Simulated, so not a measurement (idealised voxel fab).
Process module, titled voxel self aligned vias
We display cut, a cross-section 250 nm in width whose square cells are each 5 nm.
We lay out every cross-section as a grid of square cells and spell it out in bands from the top down, where one band means one or more rows of cells.
A band entry consists of two parts. The first gives the height of the band's top and the height of its bottom, in nm. The rest lists the band's materials from left to right, each with its width in nm. A single material labelled with the word "all across" fills the band from edge to edge, and the word "blank" marks empty space.
Measure heights from 0. That's the level where, below it, the as-received wafer is all one material. The lowest band is bottomless and extends downward; write it as in "0 -> down".
The expression "30 to 40" gives the width at the extremes of the band, the first number at its top row of cells and the second at its bottom row, with the width changing by equal amounts from each row to the next in between.
"remained the same" -> step changed no cross-section cell.
Entry "Closed void register". Content: empty spaces with no open connection to the top, size 8 cells or greater. Each: width x height at distance. Distance: from left edge. Unit: nm.
That trailing text on a step's line, after the settings, is the simulator's own remark on the step.
What "overlay nm" on a step's line means: if the step has a mask, that mask lay this far to the right of its planned place, or, when the value is negative, to the left.

[Listed below are the process steps as planned]
- 1: op RECEIVE | material Si
- 2: op CONFORMAL_DEP | material SiO2 | thk nm 15
- 3: op CONFORMAL_DEP | material SiCN | thk nm 5
- 4: op DIRECTIONAL_DEP | material SiO2 | thk nm 20
- 5: op MASKED_ETCH | tone open | mask id LINES | width nm 20 | pitch nm 60 | etch materials SiO2 | depth nm 20 | overlay nm 0
- 6: op CONFORMAL_DEP | material TiN | thk nm 5
- 7: op FILL_DEP | material Ru | thk nm 5
- 8: op CMP | height nm 40
- 9: op SELECTIVE_ETCH | etch materials W Ru TiN | depth nm 10
- 10: op FILL_DEP | material SiN | thk nm 5
- 11: op CMP | height nm 40
- 12: op DIRECTIONAL_DEP | material SiO2 | thk nm 15
- 13: op PATTERN | tone open | mask id VIAS | material resist | width nm 30 | pitch nm 120 | thk nm 20 | overlay nm 0
- 14: op DIRECTIONAL_ETCH | etch materials SiO2 | depth nm 15
- 15: op DIRECTIONAL_ETCH | etch materials SiN | depth nm 10
- 16: op STRIP | etch materials resist
- 17: op CONFORMAL_DEP | material TiN | thk nm 5
- 18: op FILL_DEP | material Ru | thk nm 10
- 19: op CMP | height nm 55
- 20: op CONFORMAL_DEP | material SiN | thk nm 5

[Incoming wafer in cross-section (state: after step 1)]
- 0 -> down: Si all across
- Closed void register: none

[Cross-sectional result after module completion. Note: starting condition and plan are unchanged from above; one processing mistake was made]
- 60 -> 55: SiN all across
- 55 -> 40: SiO2=50, TiN=5, Ru=20, TiN=5, SiO2=90, TiN=5, Ru=20, TiN=5, SiO2=50
- 40 -> 35: SiO2=50, TiN=5, Ru=20, TiN=5, SiO2=35, SiN=20, SiO2=35, TiN=5, Ru=20, TiN=5, SiO2=50
- 35 -> 30: SiO2=50, TiN=30, SiO2=35, SiN=20, SiO2=35, TiN=30, SiO2=50
- 30 -> 25: SiO2=50, TiN=10, Ru=10, TiN=10, SiO2=35, TiN=5, Ru=10, TiN=5, SiO2=35, TiN=10, Ru=10, TiN=10, SiO2=50
- 25 -> 20: SiO2=55, TiN=20, SiO2=40, TiN=20, SiO2=40, TiN=20, SiO2=55
- 20 -> 15: SiCN all across
- 15 -> 0: SiO2 all across
- 0 -> down: Si all across
- Closed void register: none
The mistake made against the process plan was this: plan step 14 was conducted twice
